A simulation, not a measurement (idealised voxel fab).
The name of this process module is voxel self aligned vias.
Cross-section cut spans 195 nm and uses square cells 5 nm in size.
In this document a cross-section is written as a grid of square cells. It is given as a series of bands, listed from the top down, and a band is one or more rows of cells.
Per band: top height and bottom height in nm, followed by the left-to-right materials and their widths in nm; "all across" marks a single material spanning edge to edge, "air" marks empty space.
The level at which height equals 0 is the one under which the wafer, as it arrives, is entirely one material. No lower edge exists for the bottom band, which continues downward and is notated as in "0..down".
Graded width ("30..40"): value in top row of band = first number; value in bottom row = second number; row-to-row change constant.
Reading "remained the same" for a step: not a cell of the cross-section changed in it.
"Voids, fully enclosed" means: voids of 8 cells or more that are shut off from the top with no open way through. Written width x height at distance, distance from the left edge, in nm.
Past the settings on a step's line: simulator remark, on that step.
"overlay nm", when on a step's line for a step with a mask, measures how far to the right of its planned place the mask lay; a negative measure means to the left.
## Planned step list for the process
| 1 | RECEIVE, material Si |
| 2 | CONFORMAL_DEP, material SiO2, thk nm 10 |
| 3 | CONFORMAL_DEP, material SiCN, thk nm 5 |
| 4 | DIRECTIONAL_DEP, material SiO2, thk nm 20 |
| 5 | MASKED_ETCH, tone open, mask id LINES, width nm 25, pitch nm 65, etch materials SiO2, depth nm 20, overlay nm 0 |
| 6 | CONFORMAL_DEP, material TiN, thk nm 5 |
| 7 | FILL_DEP, material Ru, thk nm 5 |
| 8 | CMP, height nm 35 |
| 9 | SELECTIVE_ETCH, etch materials W Ru TiN, depth nm 5 |
| 10 | FILL_DEP, material SiN, thk nm 5 |
| 11 | CMP, height nm 35 |
| 12 | DIRECTIONAL_DEP, material SiO2, thk nm 15 |
| 13 | DIRECTIONAL_DEP, material aC, thk nm 10 |
| 14 | PATTERN, tone open, mask id VIAS, material resist, width nm 45, thk nm 25, overlay nm 0 |
| 15 | DIRECTIONAL_ETCH, etch materials aC, depth nm 10 |
| 16 | STRIP, etch materials resist |
| 17 | DIRECTIONAL_ETCH, etch materials SiO2, depth nm 15 |
| 18 | DIRECTIONAL_ETCH, etch materials SiN, depth nm 5 |
| 19 | STRIP, etch materials aC |
| 20 | CONFORMAL_DEP, material TiN, thk nm 5 |
| 21 | FILL_DEP, material Cu, thk nm 10 |
| 22 | CMP, height nm 50 |
| 23 | CONFORMAL_DEP, material SiCN, thk nm 5 |
## Incoming wafer in cross-section (state: after step 1)
- 0..down = Si all across
- Voids, fully enclosed: none
## Cross-sectional image of the first of two wafers at the end of the module, the run having proceeded as planned
- 55..50 = SiCN all across
- 50..40 = SiO2 40; TiN 5; Cu 35; TiN 5; SiO2 110
- 40..35 = SiO2 40; TiN 15; Cu 15; TiN 15; SiO2 110
- 35..30 = SiO2 50; TiN 25; SiO2 40; SiN 25; SiO2 55
- 30..20 = SiO2 50; TiN 5; Ru 15; TiN 5; SiO2 40; TiN 5; Ru 15; TiN 5; SiO2 55
- 20..15 = SiO2 50; TiN 25; SiO2 40; TiN 25; SiO2 55
- 15..10 = SiCN all across
- 10..0 = SiO2 all across
- 0..down = Si all across
- Voids, fully enclosed: none
## Now the second wafer, cross-sectioned at the end of the module. Nothing different at the start, nothing different in the plan compared with the first, just one mistake when it was actually run
- 55..50 = SiCN all across
- 50..40 = SiO2 40; TiN 5; Cu 35; TiN 5; SiO2 110
- 40..35 = SiO2 40; TiN 45; SiO2 110
- 35..30 = SiO2 40; TiN 10; SiN 25; TiN 10; SiO2 30; SiN 25; SiO2 55
- 30..20 = SiO2 50; TiN 5; Ru 15; TiN 5; SiO2 40; TiN 5; Ru 15; TiN 5; SiO2 55
- 20..15 = SiO2 50; TiN 25; SiO2 40; TiN 25; SiO2 55
- 15..10 = SiCN all across
- 10..0 = SiO2 all across
- 0..down = Si all across
- Voids, fully enclosed: none
Here's what went sideways: it should be noted that step 18 was executed with settings other than those planned, the operation and settings actually applied being DIRECTIONAL_ETCH, etch materials SiO2, depth nm 5
Counted in cells at the end, the second wafer holds more or fewer of these materials than the first: 3 fewer of Cu; 5 more of SiN; 4 fewer of SiO2; 2 more of TiN
